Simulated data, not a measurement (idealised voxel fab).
Process module under the name voxel self aligned contacts
Shown is cross-section cut, with a width of 280 nm and square cells of size 5 nm.
In this document a cross-section is written as a grid of square cells. It is given as a series of bands, listed from the top down, and a band is one or more rows of cells. Basically the band line says how high the top is and how high the bottom is, in nm, and then what's in it from left to right, every material with its width in nm. Empty space shows up as "blank", and if a single material carries "throughout" it runs the full band edge to edge. Basically, 0 is our baseline, since under it the wafer straight out of the box is all one material. The bottom band has no lower end and keeps on going down, so it looks like "from 0 down". A width such as "30 to 40" changes by the same amount from each row of cells to the next, from the band's top row to its bottom row. "nothing different", as given for a step, is the statement that not any cell of the cross-section underwent a change during that step. Closed-off voids of 8+ cells (no open route to the top) go in "Closed void list", written width x height at distance from the left edge, in nm. Anything after a step's settings on that line? It's the simulator's own note about the step. Regarding "overlay nm": on a step with a mask, it is the distance the mask lay to the right of its planned place; a negative value places it to the left.
### This section lists the process steps that were planned
1 RECEIVE | material Si
2 CONFORMAL_DEP | material SiO2 | thk nm 5
3 DIRECTIONAL_DEP | material polySi | thk nm 20
4 DIRECTIONAL_DEP | material SiN | thk nm 20
5 MASKED_ETCH | tone cover | mask id GATE | width nm 30 | pitch nm 65 | etch materials SiN | depth nm 20 | overlay nm 0
6 MASKED_ETCH | tone cover | mask id GATE | width nm 30 | pitch nm 65 | etch materials polySi | depth nm 20 | overlay nm 0
7 CONFORMAL_DEP | material SiN | thk nm 10
8 DIRECTIONAL_ETCH | etch materials SiN | depth nm 10
9 FILL_DEP | material SiO2 | thk nm 15
10 CMP | height nm 50
11 PATTERN | tone open | mask id CONTACT | material resist | width nm 45 | pitch nm 65 | thk nm 15 | overlay nm 0
12 DIRECTIONAL_ETCH | etch materials SiO2 | depth nm 50
13 STRIP | etch materials resist
14 CONFORMAL_DEP | material TiN | thk nm 5
15 FILL_DEP | material Ru | thk nm 10
16 CMP | height nm 50
17 CONFORMAL_DEP | material SiN | thk nm 5
### Below: the first of two wafers, run as planned
### Incoming wafer in cross-section (state: after step 1)
- from 0 down = Si throughout
- Closed void list: none
### Cross-section of the wafer after step 2
- from 5 to 0 = SiO2 throughout
- below 0: unchanged
### Cross-section of the wafer after step 3
- from 25 to 5 = polySi throughout
- below 5: unchanged
### Cross-section of the wafer after step 4
- from 45 to 25 = SiN throughout
- below 25: unchanged
### Cross-section of the wafer after step 5
- from 45 to 25 = blank=60, SiN=30, blank=35, SiN=30, blank=35, SiN=30, blank=60
- below 25: unchanged
### Cross-section of the wafer after step 6
- from 45 to 25 = blank=60, SiN=30, blank=35, SiN=30, blank=35, SiN=30, blank=60
- from 25 to 5 = blank=60, polySi=30, blank=35, polySi=30, blank=35, polySi=30, blank=60
- below 5: unchanged
### Cross-section of the wafer after step 7
- from 55 to 25 = blank=50, SiN=50, blank=15, SiN=50, blank=15, SiN=50, blank=50
- from 25 to 15 = blank=50, SiN=10, polySi=30, SiN=10, blank=15, SiN=10, polySi=30, SiN=10, blank=15, SiN=10, polySi=30, SiN=10, blank=50
- from 15 to 5 = SiN=60, polySi=30, SiN=35, polySi=30, SiN=35, polySi=30, SiN=60
- below 5: unchanged
### Cross-section of the wafer after step 8
- from 45 to 25 = blank=50, SiN=50, blank=15, SiN=50, blank=15, SiN=50, blank=50
- from 25 to 5 = blank=50, SiN=10, polySi=30, SiN=10, blank=15, SiN=10, polySi=30, SiN=10, blank=15, SiN=10, polySi=30, SiN=10, blank=50
- below 5: unchanged
### Cross-section of the wafer after step 9
- from 60 to 45 = SiO2 throughout
- from 45 to 25 = SiO2=50, SiN=50, SiO2=15, SiN=50, SiO2=15, SiN=50, SiO2=50
- from 25 to 5 = SiO2=50, SiN=10, polySi=30, SiN=10, SiO2=15, SiN=10, polySi=30, SiN=10, SiO2=15, SiN=10, polySi=30, SiN=10, SiO2=50
- below 5: unchanged
### Cross-section of the wafer after step 10
- from 50 to 45 = SiO2 throughout
- below 45: unchanged
### Cross-section of the wafer after step 11
- from 65 to 50 = resist=85, blank=45, resist=20, blank=45, resist=85
- below 50: unchanged
### Cross-section of the wafer after step 12
- from 65 to 50 = resist=85, blank=45, resist=20, blank=45, resist=85
- from 50 to 45 = SiO2=85, blank=45, SiO2=20, blank=45, SiO2=85
- from 45 to 25 = SiO2=50, SiN=50, blank=15, SiN=50, blank=15, SiN=50, SiO2=50
- from 25 to 5 = SiO2=50, SiN=10, polySi=30, SiN=10, blank=15, SiN=10, polySi=30, SiN=10, blank=15, SiN=10, polySi=30, SiN=10, SiO2=50
- from 5 to 0 = SiO2=100, blank=15, SiO2=50, blank=15, SiO2=100
- below 0: unchanged
### Cross-section of the wafer after step 13
- from 50 to 45 = SiO2=85, blank=45, SiO2=20, blank=45, SiO2=85
- below 45: unchanged
### Cross-section of the wafer after step 14
- from 55 to 50 = TiN=90, blank=35, TiN=30, blank=35, TiN=90
- from 50 to 45 = SiO2=85, TiN=20, blank=5, TiN=20, SiO2=20, TiN=20, blank=5, TiN=20, SiO2=85
- from 45 to 25 = SiO2=50, SiN=50, TiN=5, blank=5, TiN=5, SiN=50, TiN=5, blank=5, TiN=5, SiN=50, SiO2=50
- from 25 to 5 = SiO2=50, SiN=10, polySi=30, SiN=10, TiN=5, blank=5, TiN=5, SiN=10, polySi=30, SiN=10, TiN=5, blank=5, TiN=5, SiN=10, polySi=30, SiN=10, SiO2=50
- from 5 to 0 = SiO2=100, TiN=15, SiO2=50, TiN=15, SiO2=100
- below 0: unchanged
### Cross-section of the wafer after step 15
- from 65 to 55 = Ru throughout
- from 55 to 50 = TiN=90, Ru=35, TiN=30, Ru=35, TiN=90
- from 50 to 45 = SiO2=85, TiN=20, Ru=5, TiN=20, SiO2=20, TiN=20, Ru=5, TiN=20, SiO2=85
- from 45 to 25 = SiO2=50, SiN=50, TiN=5, Ru=5, TiN=5, SiN=50, TiN=5, Ru=5, TiN=5, SiN=50, SiO2=50
- from 25 to 5 = SiO2=50, SiN=10, polySi=30, SiN=10, TiN=5, Ru=5, TiN=5, SiN=10, polySi=30, SiN=10, TiN=5, Ru=5, TiN=5, SiN=10, polySi=30, SiN=10, SiO2=50
- below 5: unchanged
### Cross-section of the wafer after step 16
- from 50 to 45 = SiO2=85, TiN=20, Ru=5, TiN=20, SiO2=20, TiN=20, Ru=5, TiN=20, SiO2=85
- below 45: unchanged
### Cross-section of the wafer after step 17
- from 55 to 50 = SiN throughout
- below 50: unchanged
### Second of two: same start, same plan, one run error; steps up to and including 3 match the first
### Second wafer at the planned finish of step 4, seen in cross-section
- from 65 to 25 = SiN throughout
- below 25: unchanged
### Second wafer at the planned finish of step 5, seen in cross-section
- from 65 to 45 = blank=60, SiN=30, blank=35, SiN=30, blank=35, SiN=30, blank=60
- below 45: unchanged
Second wafer at the planned finish of step 6, seen in cross-section: nothing different
### Second wafer at the planned finish of step 7, seen in cross-section
- from 75 to 55 = blank=50, SiN=50, blank=15, SiN=50, blank=15, SiN=50, blank=50
- from 55 to 25 = SiN throughout
- below 25: unchanged
### Second wafer at the planned finish of step 8, seen in cross-section
- from 65 to 45 = blank=50, SiN=50, blank=15, SiN=50, blank=15, SiN=50, blank=50
- below 45: unchanged
### Second wafer at the planned finish of step 9, seen in cross-section
- from 80 to 65 = SiO2 throughout
- from 65 to 45 = SiO2=50, SiN=50, SiO2=15, SiN=50, SiO2=15, SiN=50, SiO2=50
- below 45: unchanged
### Second wafer at the planned finish of step 10, seen in cross-section
- from 50 to 45 = SiO2=50, SiN=50, SiO2=15, SiN=50, SiO2=15, SiN=50, SiO2=50
- below 45: unchanged
### Second wafer at the planned finish of step 11, seen in cross-section
- from 65 to 50 = resist=85, blank=45, resist=20, blank=45, resist=85
- below 50: unchanged
### Second wafer at the planned finish of step 12, seen in cross-section
- from 65 to 50 = resist=85, blank=45, resist=20, blank=45, resist=85
- from 50 to 45 = SiO2=50, SiN=50, blank=15, SiN=50, blank=15, SiN=50, SiO2=50
- below 45: unchanged
### Second wafer at the planned finish of step 13, seen in cross-section
- from 50 to 45 = SiO2=50, SiN=50, blank=15, SiN=50, blank=15, SiN=50, SiO2=50
- below 45: unchanged
### Second wafer at the planned finish of step 14, seen in cross-section
- from 55 to 50 = TiN=105, blank=5, TiN=60, blank=5, TiN=105
- from 50 to 45 = SiO2=50, SiN=50, TiN=15, SiN=50, TiN=15, SiN=50, SiO2=50
- below 45: unchanged
### Second wafer at the planned finish of step 15, seen in cross-section
- from 65 to 55 = Ru throughout
- from 55 to 50 = TiN=105, Ru=5, TiN=60, Ru=5, TiN=105
- below 50: unchanged
### Second wafer at the planned finish of step 16, seen in cross-section
- from 50 to 45 = SiO2=50, SiN=50, TiN=15, SiN=50, TiN=15, SiN=50, SiO2=50
- below 45: unchanged
### Second wafer at the planned finish of step 17, seen in cross-section
- from 55 to 50 = SiN throughout
- below 50: unchanged
Where did the run depart from the plan? plan step 4 was conducted twice
Count the cells at the end and the second wafer has more or fewer of some materials than the first: 18 fewer of Ru, 86 more of SiN, 172 fewer of SiO2, 48 fewer of TiN, 152 more of polySi
